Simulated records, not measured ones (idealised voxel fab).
process module | voxel transistor to metal
Section cut is 290 nm wide and gridded with 5 nm square cells.
How to read a cross-section here: the picture is a grid of square cells, written as bands going from the top down, and any band can span one or more rows of cells.
First you get the band's top height and its bottom height, in nm, and then the materials it's made of, left to right, with each width in nm. If you see a single material with "all across", that one covers the band edge to edge. "blank" is empty space.
Heights are reckoned from 0. Under this level, the received wafer is all of one material. The bottommost band is open-ended downward, for example "0 down".
Width spec "30->40" -> top row of cells at first value, bottom row at second value, equal per-row change in between.
"same as before" (step): cross-section cells unchanged, all of them.
Any empty space of 8 cells or more lacking an open way to the top shows up in "Enclosed internal voids" as width x height at distance, distance from the left edge, in nm.
Formally, on a step line, whatever follows the settings is a remark that the simulator itself makes on the step.
The line of a step may include "overlay nm". On a step with a mask, this value is how far to the right of its planned place the mask lay. A negative value means the mask lay to the left.
Reading key. Pairs: pre-step and post-step cross-section, one process step apart; post-step view only to lowest changed band. Step between + settings: beneath pair. Runs: pairs may be from different runs of this module, same starting wafer. Continuation from pair above: only where "Pre-processing view" entry says.

## Pre-processing view
> 60 to 50 = aC: 25, then blank: 15, then aC: 65, then blank: 15, then aC: 45, then blank: 15, then aC: 65, then blank: 15, then aC: 30
> 50 to 30 = SiO2: 25, then blank: 15, then SiO2: 65, then blank: 15, then SiO2: 45, then blank: 15, then SiO2: 65, then blank: 15, then SiO2: 30
> 30 to 25 = SiN: 25, then blank: 15, then SiN: 65, then blank: 15, then SiN: 45, then blank: 15, then SiN: 65, then blank: 15, then SiN: 30
> 25 to 10 = SiO2: 25, then TiN: 5, then Ru: 5, then TiN: 5, then SiO2: 65, then TiN: 5, then Ru: 5, then TiN: 5, then SiO2: 45, then TiN: 5, then Ru: 5, then TiN: 5, then SiO2: 65, then TiN: 5, then Ru: 5, then TiN: 5, then SiO2: 30
> 10 to 0 = SiO2: 25, then TiN: 5, then Ru: 5, then TiN: 5, then SiO2: 15, then SiN: 5, then HfO2: 5, then TiN: 5, then W: 5, then TiN: 5, then HfO2: 5, then SiN: 5, then SiO2: 15, then TiN: 5, then Ru: 5, then TiN: 5, then SiO2: 45, then TiN: 5, then Ru: 5, then TiN: 5, then SiO2: 15, then SiN: 5, then HfO2: 5, then TiN: 5, then W: 5, then TiN: 5, then HfO2: 5, then SiN: 5, then SiO2: 15, then TiN: 5, then Ru: 5, then TiN: 5, then SiO2: 30
> 0 to -5 = SiO2: 25, then TiN: 15, then SiO2: 15, then SiN: 5, then HfO2: 5, then TiN: 15, then HfO2: 5, then SiN: 5, then SiO2: 15, then TiN: 15, then SiO2: 45, then TiN: 15, then SiO2: 15, then SiN: 5, then HfO2: 5, then TiN: 15, then HfO2: 5, then SiN: 5, then SiO2: 15, then TiN: 15, then SiO2: 30
> -5 to -10 = nSi: 20, then SiO2: 35, then HfO2: 35, then SiO2: 35, then nSi: 35, then SiO2: 35, then HfO2: 35, then SiO2: 35, then nSi: 25
> -10 to -25 = nSi: 15, then SiO2: 115, then nSi: 25, then SiO2: 115, then nSi: 20
> -25 to -40 = Si: 15, then SiO2: 115, then Si: 25, then SiO2: 115, then Si: 20
> -40 down = Si all across
> Enclosed internal voids: none

## Sectional Result
> 50 to 30 = SiO2: 25, then blank: 15, then SiO2: 65, then blank: 15, then SiO2: 45, then blank: 15, then SiO2: 65, then blank: 15, then SiO2: 30
> Below a height of 30, the structure has not been altered.
> Enclosed internal voids: none
What was done to get from the before section above to the after section? STRIP | etch materials aC

Pre-processing view: after-step cross-section of the pair just above applies.

## Sectional Result
> 55 to 50 = TiN: 30, then blank: 5, then TiN: 75, then blank: 5, then TiN: 55, then blank: 5, then TiN: 75, then blank: 5, then TiN: 35
> 50 to 30 = SiO2: 25, then TiN: 5, then blank: 5, then TiN: 5, then SiO2: 65, then TiN: 5, then blank: 5, then TiN: 5, then SiO2: 45, then TiN: 5, then blank: 5, then TiN: 5, then SiO2: 65, then TiN: 5, then blank: 5, then TiN: 5, then SiO2: 30
> 30 to 25 = SiN: 25, then TiN: 15, then SiN: 65, then TiN: 15, then SiN: 45, then TiN: 15, then SiN: 65, then TiN: 15, then SiN: 30
> Below a height of 25, the structure has not been altered.
> Enclosed internal voids: none
What was done to get from the before section above to the after section? CONFORMAL_DEP | material TiN | thk nm 5

Pre-processing view: after-step cross-section of the pair just above applies.

## Sectional Result
> 60 to 55 = Cu all across
> 55 to 50 = TiN: 30, then Cu: 5, then TiN: 75, then Cu: 5, then TiN: 55, then Cu: 5, then TiN: 75, then Cu: 5, then TiN: 35
> 50 to 30 = SiO2: 25, then TiN: 5, then Cu: 5, then TiN: 5, then SiO2: 65, then TiN: 5, then Cu: 5, then TiN: 5, then SiO2: 45, then TiN: 5, then Cu: 5, then TiN: 5, then SiO2: 65, then TiN: 5, then Cu: 5, then TiN: 5, then SiO2: 30
> Below a height of 30, the structure has not been altered.
> Enclosed internal voids: none
What was done to get from the before section above to the after section? FILL_DEP | material Cu | thk nm 5

Pre-processing view: after-step cross-section of the pair just above applies.

## Sectional Result
> 50 to 30 = SiO2: 25, then TiN: 5, then Cu: 5, then TiN: 5, then SiO2: 65, then TiN: 5, then Cu: 5, then TiN: 5, then SiO2: 45, then TiN: 5, then Cu: 5, then TiN: 5, then SiO2: 65, then TiN: 5, then Cu: 5, then TiN: 5, then SiO2: 30
> Below a height of 30, the structure has not been altered.
> Enclosed internal voids: none
What was done to get from the before section above to the after section? CMP | height nm 50

Pre-processing view: after-step cross-section of the pair just above applies.

## Sectional Result
> 55 to 50 = blank: 20, then Ru: 25, then blank: 55, then Ru: 25, then blank: 35, then Ru: 25, then blank: 55, then Ru: 25, then blank: 25
> Below a height of 50, the structure has not been altered.
> Enclosed internal voids: none
What was done to get from the before section above to the after section? EPI | material Ru | thk nm 5

Pre-processing view: after-step cross-section of the pair just above applies.

## Sectional Result
> 60 to 55 = SiCN all across
> 55 to 50 = SiCN: 20, then Ru: 25, then SiCN: 55, then Ru: 25, then SiCN: 35, then Ru: 25, then SiCN: 55, then Ru: 25, then SiCN: 25
> Below a height of 50, the structure has not been altered.
> Enclosed internal voids: none
What was done to get from the before section above to the after section? FILL_DEP | material SiCN | thk nm 5
